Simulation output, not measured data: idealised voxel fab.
Title: Process Module voxel local oxidation
In the cross-section labelled cut, the width is 245 nm and each square cell is 5 nm.
We lay out every cross-section as a grid of square cells and spell it out in bands from the top down, where one band means one or more rows of cells.
Per band: top height and bottom height in nm, followed by the left-to-right materials and their widths in nm; "throughout" marks a single material spanning edge to edge, "air" marks empty space.
Height 0 is the level under which the wafer as received is all one material. The lowest band goes on downwards, as in "0 nm and below".
A width given as "30 to 40" starts at the first number in the band's top row and ends at the second number in its bottom row, shifting by an equal amount at every step from row to row.
What does "identical to before" mean for a step? It means no cell of the cross-section changed in that step.
What "Enclosed void catalog" gives you is every empty space of 8 cells or more that is cut off from the top. Each appears as width x height at distance, with the distance taken from the left edge and width, height and distance all in nm.
The remark found on a step's line after its settings is issued by the simulator itself and pertains to that step.
overlay nm: step with mask; distance mask lay right of planned place; negative value = left of planned place.
## The process steps that were planned are listed below
step 1: op RECEIVE | material Si
step 2: op OXIDIZE | depth nm 5
step 3: op CONFORMAL_DEP | material SiN | thk nm 15
step 4: op DIRECTIONAL_DEP | material aC | thk nm 15
step 5: op PATTERN | tone cover | mask id ACTIVE | material resist | width nm 105 | thk nm 30 | overlay nm 0
step 6: op DIRECTIONAL_ETCH | etch materials aC | depth nm 15
step 7: op STRIP | etch materials resist
step 8: op DIRECTIONAL_ETCH | etch materials SiN | depth nm 15
step 9: op STRIP | etch materials aC
step 10: op SELECTIVE_ETCH | etch materials SiO2 | depth nm 5
step 11: op OXIDIZE | depth nm 15
step 12: op STRIP | etch materials SiN
## This is the cross-section of the wafer as we received it, i.e. after step 1
  0 nm and below: Si throughout
  Enclosed void catalog: none
## End-of-module XS, first of two wafers, run as planned
  0 nm to -5 nm: 75 air; 95 SiO2; 75 air
  -5 nm to -20 nm: 90 SiO2; 65 Si; 90 SiO2
  -20 nm and below: Si throughout
  Enclosed void catalog: none
## Same start, same plan as the first wafer - but one mistake in the run. Cross-section of the second of the two at the end of the module
  -5 nm to -20 nm: 90 air; 65 Si; 90 air
  -20 nm and below: Si throughout
  Enclosed void catalog: none
Deviation noted in wafer processing: step 12 was not run as planned; what actually ran was op STRIP | etch materials SiO2
Per the end-of-run cell counts, the second wafer holds more or fewer of some materials than the first: 127 fewer of SiO2
